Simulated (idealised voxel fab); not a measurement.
process module | voxel local oxidation
cross-section cut | 250 nm wide | cells 5 nm
A cross-section is a grid of square cells, given in bands from the top down. A band is one or more rows of cells.
Each band's line starts with the height of the band's top and of its bottom, in nm. Then come its materials from left to right, each with its width in nm. One material with "throughout" fills the band from edge to edge. "air" is empty space.
Height 0 is the level under which the wafer as received is all one material. The lowest band goes on downwards, as in "0 down".
A width such as "30 to 40" changes by the same amount from each row of cells to the next, from the band's top row to its bottom row.
"no change" after a step means that no cell of the cross-section changed.
closed voids: empty space of 8 cells or more with no open way to the top, each as width x height at its distance from the left edge, in nm
after a step's settings: what the simulator itself notes on the step
overlay nm, on a step with a mask: how far to the right of its planned place the mask lay; to the left if negative
plan
1 op RECEIVE | material Si
2 op CONFORMAL_DEP | material SiO2 | thk nm 5
3 op CONFORMAL_DEP | material SiN | thk nm 15
4 op DIRECTIONAL_DEP | material aC | thk nm 15
5 op PATTERN | tone cover | mask id ACTIVE | material resist | width nm 125 | thk nm 35 | overlay nm 0
6 op DIRECTIONAL_ETCH | etch materials aC | depth nm 15
7 op STRIP | etch materials resist
8 op DIRECTIONAL_ETCH | etch materials SiN | depth nm 15
9 op STRIP | etch materials aC
10 op SELECTIVE_ETCH | etch materials SiO2 | depth nm 5
11 op OXIDIZE | depth nm 15
12 op STRIP | etch materials SiN
varied across the wafers: depth nm of step 10. The plan shows the first wafer's value. All wafers start alike
first wafer as received, after step 1
  0 down: Si throughout
  closed voids: none
first wafer at the end, after step 12
  5 to 0: air 65 | SiO2 115 | air 70
  0 to -15: SiO2 80 | Si 85 | SiO2 85
  -15 down: Si throughout
  closed voids: none
last wafer at the end
  5 to 0: air 80 | SiO2 85 | air 85
  0 to -15: SiO2 95 | Si 55 | SiO2 100
  -15 down: Si throughout
  closed voids: none
each wafer at the end: cells of each material gained (+) or lost (-) since it was received, then its closed voids
depth nm 5 | -99 Si | +122 SiO2 | closed voids: none
depth nm 10 | -105 Si | +126 SiO2 | closed voids: none
depth nm 15 | -111 Si | +130 SiO2 | closed voids: none
depth nm 20 | -117 Si | +134 SiO2 | closed voids: none
